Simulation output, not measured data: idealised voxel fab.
Herein follows the process module entitled voxel lift off.
For reference, the cross-section in this document is cut, with width 210 nm and square cells of 5 nm.
Cross-section = grid of square cells, listed top down in bands; band = one or more rows.
Band entry format. Leading values: height of top, height of bottom, nm. Remainder: materials in left-to-right order, each with its width in nm. Special words: "full width" on a single material, which then fills the band edge to edge; "blank", empty space.
Basically, 0 is our baseline, since under it the wafer straight out of the box is all one material. The bottom band has no lower end and keeps on going down, so it looks like "z 0 and below".
A width given as "30->40" starts at the first number in the band's top row and ends at the second number in its bottom row, shifting by an equal amount at every step from row to row.
Where a step carries "no alterations made", the cross-section came out of it unchanged, cell for cell.
"Enclosed internal voids" enumerates empty spaces isolated from the top, with no open way to it, that contain at least 8 cells, giving each as width x height at distance from the left edge, all three in nm.
Formally, on a step line, whatever follows the settings is a remark that the simulator itself makes on the step.
overlay nm: how far to the right of its planned place the mask lay on this masked step (negative: to the left).
STEPS IN THE PROCESS PLAN
| 1 | RECEIVE, material Si |
| 2 | CONFORMAL_DEP, material SiO2, thk nm 5 |
| 3 | PATTERN, tone open, mask id LINES, material resist, width nm 20, pitch nm 35, thk nm 20, overlay nm 0 |
| 4 | DIRECTIONAL_DEP, material Ru, thk nm 5 |
| 5 | STRIP, etch materials resist |
| 6 | CONFORMAL_DEP, material SiCN, thk nm 10 |
AS RECEIVED (POST STEP 1): CROSS-SECTION
- z 0 and below: Si full width
- Enclosed internal voids: none
HERE'S THE WAFER CUT IN CROSS-SECTION AFTER THE MODULE, STARTED AND PLANNED JUST LIKE ABOVE, EXCEPT ONE THING WAS DONE WRONG IN THE RUN
- z 30 to 20: 50 blank | 110 SiCN | 50 blank
- z 20 to 15: 50 blank | 10 SiCN | 20 Ru | 15 SiCN | 20 Ru | 15 SiCN | 20 Ru | 10 SiCN | 50 blank
- z 15 to 5: 60 SiCN | 20 Ru | 15 SiCN | 20 Ru | 15 SiCN | 20 Ru | 60 SiCN
- z 5 to 0: SiO2 full width
- z 0 and below: Si full width
- Enclosed internal voids: none
Against the plan, the run slipped here: step 4 ran as: DIRECTIONAL_DEP, material Ru, thk nm 15
